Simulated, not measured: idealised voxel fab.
The following process module bears the name voxel gate over fins.
Square cell edge 5 nm, section width 220 nm, ID cut.
Heads up, the way a cross-section reads in here is a grid of square cells, handed over as bands from the top down, with every band being one or more rows of cells. Top height, bottom height, nm. Materials left to right, width each, nm. Single material + "everywhere" = fills band edge to edge. "empty" = empty. Beneath 0, the wafer as received is one material, and that level is where height counting begins. The lowest band goes on downward without a bottom; it is written like "from 0 down". Read "30..40" as a graded width: first number on top, second number at the bottom, same change between each pair of neighbouring rows. "nothing was modified" (step): cross-section cells unchanged, all of them. Each empty space that has no open way to the top and spans at least 8 cells appears under "Closed void catalog" as width x height at distance, the distance counted from the left edge, all in nm. If you see something after the settings on a step's line, that's the simulator's own remark about that step. "overlay nm" denotes, for a step that has a mask, the displacement of the mask to the right of its planned place, with negative values corresponding to the left.
# Process steps (planned)
- 1: RECEIVE (material Si)
- 2: CONFORMAL_DEP (material SiN; thk nm 10)
- 3: PATTERN (tone cover; mask id FINS; material resist; width nm 15; pitch nm 55; thk nm 15; overlay nm 0)
- 4: DIRECTIONAL_ETCH (etch materials SiN; depth nm 10)
- 5: DIRECTIONAL_ETCH (etch materials Si; depth nm 30)
- 6: STRIP (etch materials resist)
- 7: FILL_DEP (material SiO2; thk nm 5)
- 8: CMP (height nm 10)
- 9: PATTERN (tone open; mask id RAIL; material resist; width nm 15; thk nm 20; overlay nm 0)
- 10: DIRECTIONAL_ETCH (etch materials SiO2; depth nm 35)
- 11: STRIP (etch materials resist)
- 12: CONFORMAL_DEP (material TiN; thk nm 5)
- 13: FILL_DEP (material W; thk nm 5)
- 14: CMP (height nm 10)
- 15: SELECTIVE_ETCH (etch materials W Ru TiN; depth nm 30)
- 16: FILL_DEP (material SiO2; thk nm 5)
- 17: CMP (height nm 10)
- 18: SELECTIVE_ETCH (etch materials SiO2; depth nm 20)
- 19: STRIP (etch materials SiN)
- 20: CONFORMAL_DEP (material HfO2; thk nm 5)
- 21: CONFORMAL_DEP (material TiN; thk nm 5)
- 22: FILL_DEP (material W; thk nm 15)
- 23: CMP (height nm 20)
- 24: CONFORMAL_DEP (material SiCN; thk nm 10)
# Below: the first of two wafers, run as planned
# As-received state of the wafer in cross-section, equivalent to post-step 1
> from 0 down: Si everywhere
> Closed void catalog: none
# Presented here is a cross-section of the wafer after step 2 has been performed
> from 10 to 0: SiN everywhere
> Lower than 0, everything is as it was.
# Presented here is a cross-section of the wafer after step 3 has been performed
> from 25 to 10: empty (45), then resist (15), then empty (40), then resist (15), then empty (40), then resist (15), then empty (50)
> Lower than 10, everything is as it was.
# Presented here is a cross-section of the wafer after step 4 has been performed
> from 25 to 10: empty (45), then resist (15), then empty (40), then resist (15), then empty (40), then resist (15), then empty (50)
> from 10 to 0: empty (45), then SiN (15), then empty (40), then SiN (15), then empty (40), then SiN (15), then empty (50)
> Lower than 0, everything is as it was.
# Presented here is a cross-section of the wafer after step 5 has been performed
> from 25 to 10: empty (45), then resist (15), then empty (40), then resist (15), then empty (40), then resist (15), then empty (50)
> from 10 to 0: empty (45), then SiN (15), then empty (40), then SiN (15), then empty (40), then SiN (15), then empty (50)
> from 0 to -30: empty (45), then Si (15), then empty (40), then Si (15), then empty (40), then Si (15), then empty (50)
> Lower than -30, everything is as it was.
# Presented here is a cross-section of the wafer after step 6 has been performed
> from 10 to 0: empty (45), then SiN (15), then empty (40), then SiN (15), then empty (40), then SiN (15), then empty (50)
> Lower than 0, everything is as it was.
# Presented here is a cross-section of the wafer after step 7 has been performed
> from 15 to 10: SiO2 everywhere
> from 10 to 0: SiO2 (45), then SiN (15), then SiO2 (40), then SiN (15), then SiO2 (40), then SiN (15), then SiO2 (50)
> from 0 to -30: SiO2 (45), then Si (15), then SiO2 (40), then Si (15), then SiO2 (40), then Si (15), then SiO2 (50)
> Lower than -30, everything is as it was.
# Presented here is a cross-section of the wafer after step 8 has been performed
> from 10 to 0: SiO2 (45), then SiN (15), then SiO2 (40), then SiN (15), then SiO2 (40), then SiN (15), then SiO2 (50)
> Lower than 0, everything is as it was.
# Presented here is a cross-section of the wafer after step 9 has been performed
> from 30 to 10: resist (70), then empty (15), then resist (135)
> Lower than 10, everything is as it was.
# Presented here is a cross-section of the wafer after step 10 has been performed
> from 30 to 10: resist (70), then empty (15), then resist (135)
> from 10 to 0: SiO2 (45), then SiN (15), then SiO2 (10), then empty (15), then SiO2 (15), then SiN (15), then SiO2 (40), then SiN (15), then SiO2 (50)
> from 0 to -25: SiO2 (45), then Si (15), then SiO2 (10), then empty (15), then SiO2 (15), then Si (15), then SiO2 (40), then Si (15), then SiO2 (50)
> Lower than -25, everything is as it was.
# Presented here is a cross-section of the wafer after step 11 has been performed
> from 10 to 0: SiO2 (45), then SiN (15), then SiO2 (10), then empty (15), then SiO2 (15), then SiN (15), then SiO2 (40), then SiN (15), then SiO2 (50)
> Lower than 0, everything is as it was.
# Presented here is a cross-section of the wafer after step 12 has been performed
> from 15 to 10: TiN (75), then empty (5), then TiN (140)
> from 10 to 0: SiO2 (45), then SiN (15), then SiO2 (10), then TiN (5), then empty (5), then TiN (5), then SiO2 (15), then SiN (15), then SiO2 (40), then SiN (15), then SiO2 (50)
> from 0 to -20: SiO2 (45), then Si (15), then SiO2 (10), then TiN (5), then empty (5), then TiN (5), then SiO2 (15), then Si (15), then SiO2 (40), then Si (15), then SiO2 (50)
> from -20 to -25: SiO2 (45), then Si (15), then SiO2 (10), then TiN (15), then SiO2 (15), then Si (15), then SiO2 (40), then Si (15), then SiO2 (50)
> Lower than -25, everything is as it was.
# Presented here is a cross-section of the wafer after step 13 has been performed
> from 20 to 15: W everywhere
> from 15 to 10: TiN (75), then W (5), then TiN (140)
> from 10 to 0: SiO2 (45), then SiN (15), then SiO2 (10), then TiN (5), then W (5), then TiN (5), then SiO2 (15), then SiN (15), then SiO2 (40), then SiN (15), then SiO2 (50)
> from 0 to -20: SiO2 (45), then Si (15), then SiO2 (10), then TiN (5), then W (5), then TiN (5), then SiO2 (15), then Si (15), then SiO2 (40), then Si (15), then SiO2 (50)
> Lower than -20, everything is as it was.
# Presented here is a cross-section of the wafer after step 14 has been performed
> from 10 to 0: SiO2 (45), then SiN (15), then SiO2 (10), then TiN (5), then W (5), then TiN (5), then SiO2 (15), then SiN (15), then SiO2 (40), then SiN (15), then SiO2 (50)
> Lower than 0, everything is as it was.
# Presented here is a cross-section of the wafer after step 15 has been performed
> from 10 to 0: SiO2 (45), then SiN (15), then SiO2 (10), then empty (15), then SiO2 (15), then SiN (15), then SiO2 (40), then SiN (15), then SiO2 (50)
> from 0 to -20: SiO2 (45), then Si (15), then SiO2 (10), then empty (15), then SiO2 (15), then Si (15), then SiO2 (40), then Si (15), then SiO2 (50)
> Lower than -20, everything is as it was.
# Presented here is a cross-section of the wafer after step 16 has been performed
> from 15 to 10: SiO2 everywhere
> from 10 to 0: SiO2 (45), then SiN (15), then SiO2 (40), then SiN (15), then SiO2 (40), then SiN (15), then SiO2 (50)
> from 0 to -20: SiO2 (45), then Si (15), then SiO2 (40), then Si (15), then SiO2 (40), then Si (15), then SiO2 (50)
> Lower than -20, everything is as it was.
# Presented here is a cross-section of the wafer after step 17 has been performed
> from 10 to 0: SiO2 (45), then SiN (15), then SiO2 (40), then SiN (15), then SiO2 (40), then SiN (15), then SiO2 (50)
> Lower than 0, everything is as it was.
# Presented here is a cross-section of the wafer after step 18 has been performed
> from 10 to 0: empty (45), then SiN (15), then empty (40), then SiN (15), then empty (40), then SiN (15), then empty (50)
> from 0 to -10: empty (45), then Si (15), then empty (40), then Si (15), then empty (40), then Si (15), then empty (50)
> Lower than -10, everything is as it was.
# Presented here is a cross-section of the wafer after step 19 has been performed
> from 0 to -10: empty (45), then Si (15), then empty (40), then Si (15), then empty (40), then Si (15), then empty (50)
> Lower than -10, everything is as it was.
# Presented here is a cross-section of the wafer after step 20 has been performed
> from 5 to 0: empty (40), then HfO2 (25), then empty (30), then HfO2 (25), then empty (30), then HfO2 (25), then empty (45)
> from 0 to -5: empty (40), then HfO2 (5), then Si (15), then HfO2 (5), then empty (30), then HfO2 (5), then Si (15), then HfO2 (5), then empty (30), then HfO2 (5), then Si (15), then HfO2 (5), then empty (45)
> from -5 to -10: HfO2 (45), then Si (15), then HfO2 (40), then Si (15), then HfO2 (40), then Si (15), then HfO2 (50)
> Lower than -10, everything is as it was.
# Presented here is a cross-section of the wafer after step 21 has been performed
> from 10 to 5: empty (35), then TiN (35), then empty (20), then TiN (35), then empty (20), then TiN (35), then empty (40)
> from 5 to 0: empty (35), then TiN (5), then HfO2 (25), then TiN (5), then empty (20), then TiN (5), then HfO2 (25), then TiN (5), then empty (20), then TiN (5), then HfO2 (25), then TiN (5), then empty (40)
> from 0 to -5: TiN (40), then HfO2 (5), then Si (15), then HfO2 (5), then TiN (30), then HfO2 (5), then Si (15), then HfO2 (5), then TiN (30), then HfO2 (5), then Si (15), then HfO2 (5), then TiN (45)
> Lower than -5, everything is as it was.
# Presented here is a cross-section of the wafer after step 22 has been performed
> from 25 to 10: W everywhere
> from 10 to 5: W (35), then TiN (35), then W (20), then TiN (35), then W (20), then TiN (35), then W (40)
> from 5 to 0: W (35), then TiN (5), then HfO2 (25), then TiN (5), then W (20), then TiN (5), then HfO2 (25), then TiN (5), then W (20), then TiN (5), then HfO2 (25), then TiN (5), then W (40)
> Lower than 0, everything is as it was.
# Presented here is a cross-section of the wafer after step 23 has been performed
> from 20 to 10: W everywhere
> Lower than 10, everything is as it was.
# Presented here is a cross-section of the wafer after step 24 has been performed
> from 30 to 20: SiCN everywhere
> Lower than 20, everything is as it was.
# For the second wafer, take the first wafer's start and plan, then add one mistake made in running it; everything through step 17, that step included, is shared with the first
# Cross-section of the second wafer at the time step 18 of the plan should have ended
> from 10 to 0: empty (45), then SiN (15), then empty (40), then SiN (15), then empty (40), then SiN (15), then empty (50)
> from 0 to -20: empty (45), then Si (15), then empty (40), then Si (15), then empty (40), then Si (15), then empty (50)
> from -20 to -25: empty (45), then Si (15), then empty (10), then TiN (15), then empty (15), then Si (15), then empty (40), then Si (15), then empty (50)
> from -25 to -30: empty (45), then Si (15), then empty (15), then SiO2 (5), then empty (20), then Si (15), then empty (40), then Si (15), then empty (50)
> Lower than -30, everything is as it was.
# Cross-section of the second wafer at the time step 19 of the plan should have ended
> from 0 to -20: empty (45), then Si (15), then empty (40), then Si (15), then empty (40), then Si (15), then empty (50)
> Lower than -20, everything is as it was.
# Cross-section of the second wafer at the time step 20 of the plan should have ended
> from 5 to 0: empty (40), then HfO2 (25), then empty (30), then HfO2 (25), then empty (30), then HfO2 (25), then empty (45)
> from 0 to -15: empty (40), then HfO2 (5), then Si (15), then HfO2 (5), then empty (30), then HfO2 (5), then Si (15), then HfO2 (5), then empty (30), then HfO2 (5), then Si (15), then HfO2 (5), then empty (45)
> from -15 to -20: empty (40), then HfO2 (5), then Si (15), then HfO2 (30), then empty (5), then HfO2 (5), then Si (15), then HfO2 (5), then empty (30), then HfO2 (5), then Si (15), then HfO2 (5), then empty (45)
> from -20 to -25: empty (40), then HfO2 (5), then Si (15), then HfO2 (10), then TiN (15), then HfO2 (5), then empty (5), then HfO2 (5), then Si (15), then HfO2 (5), then empty (30), then HfO2 (5), then Si (15), then HfO2 (5), then empty (45)
> from -25 to -30: HfO2 (45), then Si (15), then HfO2 (15), then SiO2 (5), then HfO2 (20), then Si (15), then HfO2 (40), then Si (15), then HfO2 (50)
> Lower than -30, everything is as it was.
# Cross-section of the second wafer at the time step 21 of the plan should have ended
> from 10 to 5: empty (35), then TiN (35), then empty (20), then TiN (35), then empty (20), then TiN (35), then empty (40)
> from 5 to 0: empty (35), then TiN (5), then HfO2 (25), then TiN (5), then empty (20), then TiN (5), then HfO2 (25), then TiN (5), then empty (20), then TiN (5), then HfO2 (25), then TiN (5), then empty (40)
> from 0 to -10: empty (35), then TiN (5), then HfO2 (5), then Si (15), then HfO2 (5), then TiN (5), then empty (20), then TiN (5), then HfO2 (5), then Si (15), then HfO2 (5), then TiN (5), then empty (20), then TiN (5), then HfO2 (5), then Si (15), then HfO2 (5), then TiN (5), then empty (40)
> from -10 to -20: empty (35), then TiN (5), then HfO2 (5), then Si (15), then HfO2 (5..30), then TiN (30..5), then HfO2 (5), then Si (15), then HfO2 (5), then TiN (5), then empty (20), then TiN (5), then HfO2 (5), then Si (15), then HfO2 (5), then TiN (5), then empty (40)
> from -20 to -25: TiN (40), then HfO2 (5), then Si (15), then HfO2 (10), then TiN (15), then HfO2 (5), then TiN (5), then HfO2 (5), then Si (15), then HfO2 (5), then TiN (30), then HfO2 (5), then Si (15), then HfO2 (5), then TiN (45)
> Lower than -25, everything is as it was.
# Cross-section of the second wafer at the time step 22 of the plan should have ended
> from 25 to 10: W everywhere
> from 10 to 5: W (35), then TiN (35), then W (20), then TiN (35), then W (20), then TiN (35), then W (40)
> from 5 to 0: W (35), then TiN (5), then HfO2 (25), then TiN (5), then W (20), then TiN (5), then HfO2 (25), then TiN (5), then W (20), then TiN (5), then HfO2 (25), then TiN (5), then W (40)
> from 0 to -10: W (35), then TiN (5), then HfO2 (5), then Si (15), then HfO2 (5), then TiN (5), then W (20), then TiN (5), then HfO2 (5), then Si (15), then HfO2 (5), then TiN (5), then W (20), then TiN (5), then HfO2 (5), then Si (15), then HfO2 (5), then TiN (5), then W (40)
> from -10 to -20: W (35), then TiN (5), then HfO2 (5), then Si (15), then HfO2 (5..30), then TiN (30..5), then HfO2 (5), then Si (15), then HfO2 (5), then TiN (5), then W (20), then TiN (5), then HfO2 (5), then Si (15), then HfO2 (5), then TiN (5), then W (40)
> Lower than -20, everything is as it was.
# Cross-section of the second wafer at the time step 23 of the plan should have ended
> from 20 to 10: W everywhere
> Lower than 10, everything is as it was.
# Cross-section of the second wafer at the time step 24 of the plan should have ended
> from 30 to 20: SiCN everywhere
> Lower than 20, everything is as it was.
The plan and the run diverged here: twice, step 18 of the plan was run
Per the end-of-run cell counts, the second wafer holds more or fewer of some materials than the first: HfO2: 30 more | SiO2: 136 fewer | TiN: 22 more | W: 84 more
